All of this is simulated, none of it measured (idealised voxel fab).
Process module in this document: voxel self aligned contacts
Xsec cut, 265 nm wide, square cell size 5 nm.
The cross-sections in this document take the form of a grid made of square cells. They are written out as bands, in order from top to bottom. Each band consists of one or more rows of cells. Band: top and bottom heights (nm) first, top before bottom; then materials from left to right, widths in nm. "edge to edge" marks a sole material filling the band edge to edge. "blank" denotes empty space. The level at which height equals 0 is the one under which the wafer, as it arrives, is entirely one material. No lower edge exists for the bottom band, which continues downward and is notated as in "top 0, no bottom". So if you see something like "30 to 40" for the width, read it as the top row of the band sitting at the first number and the bottom row at the second, with every row in between moving by the same amount as the last. The cross-section has no changed cell in any step marked "no modification". You'll see "Closed cavities" listing empty spaces that have no way open to the top, as long as they're 8 cells or more; the notation is width x height at distance, where the distance is from the left edge, and all of it is in nm. Whatever follows a step's settings on its line is a remark the simulator itself makes about that step. A step's line can hold "overlay nm"; with a mask on that step, the setting says how far right of the planned place the mask lay, while a negative setting says it lay to the left.

The steps planned for the process are as follows:
step 1: RECEIVE | material Si
step 2: CONFORMAL_DEP | material SiO2 | thk nm 5
step 3: DIRECTIONAL_DEP | material polySi | thk nm 30
step 4: DIRECTIONAL_DEP | material SiN | thk nm 15
step 5: DIRECTIONAL_DEP | material aC | thk nm 15
step 6: PATTERN | tone cover | mask id GATE | material resist | width nm 25 | pitch nm 50 | thk nm 30 | overlay nm 0
step 7: DIRECTIONAL_ETCH | etch materials aC | depth nm 15
step 8: STRIP | etch materials resist
step 9: DIRECTIONAL_ETCH | etch materials SiN | depth nm 15
step 10: DIRECTIONAL_ETCH | etch materials polySi | depth nm 30
step 11: STRIP | etch materials aC
step 12: CONFORMAL_DEP | material SiN | thk nm 5
step 13: DIRECTIONAL_ETCH | etch materials SiN | depth nm 5
step 14: FILL_DEP | material SiO2 | thk nm 15
step 15: CMP | height nm 55
step 16: DIRECTIONAL_DEP | material aC | thk nm 10
step 17: PATTERN | tone open | mask id CONTACT | material resist | width nm 35 | thk nm 30 | overlay nm 0
step 18: DIRECTIONAL_ETCH | etch materials aC | depth nm 10
step 19: STRIP | etch materials resist
step 20: DIRECTIONAL_ETCH | etch materials SiO2 | depth nm 55
step 21: STRIP | etch materials aC
step 22: CONFORMAL_DEP | material TiN | thk nm 5
step 23: FILL_DEP | material W | thk nm 5
step 24: CMP | height nm 55
step 25: CONFORMAL_DEP | material SiN | thk nm 5

Account of the first of two wafers, which was processed as intended:

So this is the incoming wafer in cross-section - it's already been through step 1:
	top 0, no bottom: Si edge to edge
	Closed cavities: none

Cross-sectional representation of the wafer at the conclusion of step 2:
	top 5, bottom 0: SiO2 edge to edge
	Below 0, the layers are the same as they were.

Cross-sectional representation of the wafer at the conclusion of step 3:
	top 35, bottom 5: polySi edge to edge
	Below 5, the layers are the same as they were.

Cross-sectional representation of the wafer at the conclusion of step 4:
	top 50, bottom 35: SiN edge to edge
	Below 35, the layers are the same as they were.

Cross-sectional representation of the wafer at the conclusion of step 5:
	top 65, bottom 50: aC edge to edge
	Below 50, the layers are the same as they were.

Cross-sectional representation of the wafer at the conclusion of step 6:
	top 95, bottom 65: blank (95)  resist (25)  blank (25)  resist (25)  blank (95)
	Below 65, the layers are the same as they were.

Cross-sectional representation of the wafer at the conclusion of step 7:
	top 80, bottom 65: blank (95)  resist (25)  blank (25)  resist (25)  blank (95)
	top 65, bottom 50: blank (95)  aC (25)  blank (25)  aC (25)  blank (95)
	Below 50, the layers are the same as they were.

Cross-sectional representation of the wafer at the conclusion of step 8:
	top 65, bottom 50: blank (95)  aC (25)  blank (25)  aC (25)  blank (95)
	Below 50, the layers are the same as they were.

Cross-sectional representation of the wafer at the conclusion of step 9:
	top 65, bottom 50: blank (95)  aC (25)  blank (25)  aC (25)  blank (95)
	top 50, bottom 35: blank (95)  SiN (25)  blank (25)  SiN (25)  blank (95)
	Below 35, the layers are the same as they were.

Cross-sectional representation of the wafer at the conclusion of step 10:
	top 65, bottom 50: blank (95)  aC (25)  blank (25)  aC (25)  blank (95)
	top 50, bottom 35: blank (95)  SiN (25)  blank (25)  SiN (25)  blank (95)
	top 35, bottom 5: blank (95)  polySi (25)  blank (25)  polySi (25)  blank (95)
	Below 5, the layers are the same as they were.

Cross-sectional representation of the wafer at the conclusion of step 11:
	top 50, bottom 35: blank (95)  SiN (25)  blank (25)  SiN (25)  blank (95)
	Below 35, the layers are the same as they were.

Cross-sectional representation of the wafer at the conclusion of step 12:
	top 55, bottom 35: blank (90)  SiN (35)  blank (15)  SiN (35)  blank (90)
	top 35, bottom 10: blank (90)  SiN (5)  polySi (25)  SiN (5)  blank (15)  SiN (5)  polySi (25)  SiN (5)  blank (90)
	top 10, bottom 5: SiN (95)  polySi (25)  SiN (25)  polySi (25)  SiN (95)
	Below 5, the layers are the same as they were.

Cross-sectional representation of the wafer at the conclusion of step 13:
	top 50, bottom 35: blank (90)  SiN (35)  blank (15)  SiN (35)  blank (90)
	top 35, bottom 5: blank (90)  SiN (5)  polySi (25)  SiN (5)  blank (15)  SiN (5)  polySi (25)  SiN (5)  blank (90)
	Below 5, the layers are the same as they were.

Cross-sectional representation of the wafer at the conclusion of step 14:
	top 65, bottom 50: SiO2 edge to edge
	top 50, bottom 35: SiO2 (90)  SiN (35)  SiO2 (15)  SiN (35)  SiO2 (90)
	top 35, bottom 5: SiO2 (90)  SiN (5)  polySi (25)  SiN (5)  SiO2 (15)  SiN (5)  polySi (25)  SiN (5)  SiO2 (90)
	Below 5, the layers are the same as they were.

Cross-sectional representation of the wafer at the conclusion of step 15:
	top 55, bottom 50: SiO2 edge to edge
	Below 50, the layers are the same as they were.

Cross-sectional representation of the wafer at the conclusion of step 16:
	top 65, bottom 55: aC edge to edge
	Below 55, the layers are the same as they were.

Cross-sectional representation of the wafer at the conclusion of step 17:
	top 95, bottom 65: resist (115)  blank (35)  resist (115)
	Below 65, the layers are the same as they were.

Cross-sectional representation of the wafer at the conclusion of step 18:
	top 85, bottom 65: resist (115)  blank (35)  resist (115)
	top 65, bottom 55: aC (115)  blank (35)  aC (115)
	Below 55, the layers are the same as they were.

Cross-sectional representation of the wafer at the conclusion of step 19:
	top 65, bottom 55: aC (115)  blank (35)  aC (115)
	Below 55, the layers are the same as they were.

Cross-sectional representation of the wafer at the conclusion of step 20:
	top 65, bottom 55: aC (115)  blank (35)  aC (115)
	top 55, bottom 50: SiO2 (115)  blank (35)  SiO2 (115)
	top 50, bottom 35: SiO2 (90)  SiN (35)  blank (15)  SiN (35)  SiO2 (90)
	top 35, bottom 5: SiO2 (90)  SiN (5)  polySi (25)  SiN (5)  blank (15)  SiN (5)  polySi (25)  SiN (5)  SiO2 (90)
	top 5, bottom 0: SiO2 (125)  blank (15)  SiO2 (125)
	Below 0, the layers are the same as they were.

Cross-sectional representation of the wafer at the conclusion of step 21:
	top 55, bottom 50: SiO2 (115)  blank (35)  SiO2 (115)
	Below 50, the layers are the same as they were.

Cross-sectional representation of the wafer at the conclusion of step 22:
	top 60, bottom 55: TiN (120)  blank (25)  TiN (120)
	top 55, bottom 50: SiO2 (115)  TiN (15)  blank (5)  TiN (15)  SiO2 (115)
	top 50, bottom 35: SiO2 (90)  SiN (35)  TiN (5)  blank (5)  TiN (5)  SiN (35)  SiO2 (90)
	top 35, bottom 5: SiO2 (90)  SiN (5)  polySi (25)  SiN (5)  TiN (5)  blank (5)  TiN (5)  SiN (5)  polySi (25)  SiN (5)  SiO2 (90)
	top 5, bottom 0: SiO2 (125)  TiN (15)  SiO2 (125)
	Below 0, the layers are the same as they were.

Cross-sectional representation of the wafer at the conclusion of step 23:
	top 65, bottom 60: W edge to edge
	top 60, bottom 55: TiN (120)  W (25)  TiN (120)
	top 55, bottom 50: SiO2 (115)  TiN (15)  W (5)  TiN (15)  SiO2 (115)
	top 50, bottom 35: SiO2 (90)  SiN (35)  TiN (5)  W (5)  TiN (5)  SiN (35)  SiO2 (90)
	top 35, bottom 5: SiO2 (90)  SiN (5)  polySi (25)  SiN (5)  TiN (5)  W (5)  TiN (5)  SiN (5)  polySi (25)  SiN (5)  SiO2 (90)
	Below 5, the layers are the same as they were.

Cross-sectional representation of the wafer at the conclusion of step 24:
	top 55, bottom 50: SiO2 (115)  TiN (15)  W (5)  TiN (15)  SiO2 (115)
	Below 50, the layers are the same as they were.

Cross-sectional representation of the wafer at the conclusion of step 25:
	top 60, bottom 55: SiN edge to edge
	Below 55, the layers are the same as they were.

What follows concerns the second wafer, which started out like the first and was meant to follow the very same plan; one mistake crept in when it was run, but everything up to and including step 22 is the same as for the first wafer:

Cross-sectional view of the second wafer at the intended end time of process step 23:
	top 65, bottom 60: aC edge to edge
	top 60, bottom 55: TiN (120)  aC (25)  TiN (120)
	top 55, bottom 50: SiO2 (115)  TiN (15)  aC (5)  TiN (15)  SiO2 (115)
	top 50, bottom 35: SiO2 (90)  SiN (35)  TiN (5)  aC (5)  TiN (5)  SiN (35)  SiO2 (90)
	top 35, bottom 5: SiO2 (90)  SiN (5)  polySi (25)  SiN (5)  TiN (5)  aC (5)  TiN (5)  SiN (5)  polySi (25)  SiN (5)  SiO2 (90)
	Below 5, the layers are the same as they were.

Cross-sectional view of the second wafer at the intended end time of process step 24:
	top 55, bottom 50: SiO2 (115)  TiN (15)  aC (5)  TiN (15)  SiO2 (115)
	Below 50, the layers are the same as they were.

Cross-sectional view of the second wafer at the intended end time of process step 25:
	top 60, bottom 55: SiN edge to edge
	Below 55, the layers are the same as they were.
Heads up, the wafer didn't run the way we planned it: note that step 23 departed from the planned setting and was carried out as FILL_DEP | material aC | thk nm 5
Materials where the second wafer ends with more or fewer cells than the first: -10 W | +10 aC
